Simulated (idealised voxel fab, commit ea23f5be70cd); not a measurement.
The name of this process module is voxel spacer lines.
Cross-sectional view cut (width: 140 nm; square cell size: 5 nm).
A cross-section is a grid of square cells, given in bands from the top down. A band is one or more rows of cells. Read a band's entry like this: the first values are the height of its top and the height of its bottom in nm, and what follows is the sequence of materials from left to right, each with its width in nm. Note that "blank" is empty space, and that a single material marked "everywhere" reaches across the band from edge to edge. Height datum 0, below which the as-received substrate wafer is one material. Lowest band open at the bottom, running downward: "top 0, no bottom". The expression "30->40" gives the width at the extremes of the band, the first number at its top row of cells and the second at its bottom row, with the width changing by equal amounts from each row to the next in between. For the purposes of this document, the phrase "remained the same" attached to a step denotes that no cell within the cross-section was modified by that step. Voids not open to the top, 8 cells minimum: see "Catalogued sealed voids". Written width x height at distance; distance is from the left edge; nm. Anything after a step's settings on that line? It's the simulator's own note about the step. "overlay nm" on a masked step: distance the mask lay right of its planned place, negative for left.

The planned process steps are enumerated hereunder
| 1 | RECEIVE [material Si] |
| 2 | CONFORMAL_DEP [material SiO2] [thk nm 5] |
| 3 | DIRECTIONAL_DEP [material W] [thk nm 20] |
| 4 | DIRECTIONAL_DEP [material aC] [thk nm 30] |
| 5 | PATTERN [tone cover] [mask id MANDREL] [material resist] [width nm 25] [pitch nm 80] [thk nm 40] [overlay nm 0] |
| 6 | DIRECTIONAL_ETCH [etch materials aC] [depth nm 30] |
| 7 | STRIP [etch materials resist] |
| 8 | CONFORMAL_DEP [material SiN] [thk nm 15] |
| 9 | DIRECTIONAL_ETCH [etch materials SiN] [depth nm 15] |
| 10 | STRIP [etch materials aC] |
| 11 | DIRECTIONAL_ETCH [etch materials W] [depth nm 20] |
| 12 | STRIP [etch materials SiN] |
| 13 | FILL_DEP [material SiO2] [thk nm 5] |
| 14 | CMP [height nm 25] |

As received (post step 1): cross-section
  top 0, no bottom | Si everywhere
  Catalogued sealed voids: none

Run as planned - first of the two wafers cross-sectioned at the end of the module
  top 25, bottom 5 | W: 15  SiO2: 25  W: 15  SiO2: 25  W: 15  SiO2: 25  W: 15  SiO2: 5
  top 5, bottom 0 | SiO2 everywhere
  top 0, no bottom | Si everywhere
  Catalogued sealed voids: none

Presented here is a cross-section of the second of the two wafers as it stood at the end of the module. It was started in the same manner and assigned the same plan as the first wafer; however, one mistake was made in its execution
  top 25, bottom 5 | aC everywhere
  top 5, bottom 0 | SiO2 everywhere
  top 0, no bottom | Si everywhere
  Catalogued sealed voids: none
In executing the process, a mistake was made relative to the plan: steps 3 and 4 of the plan were each performed in the slot designated for the other
Looking at both finished wafers in cells, the second ends up ahead of or behind the first on some materials: 64 fewer of SiO2 | 48 fewer of W | 112 more of aC
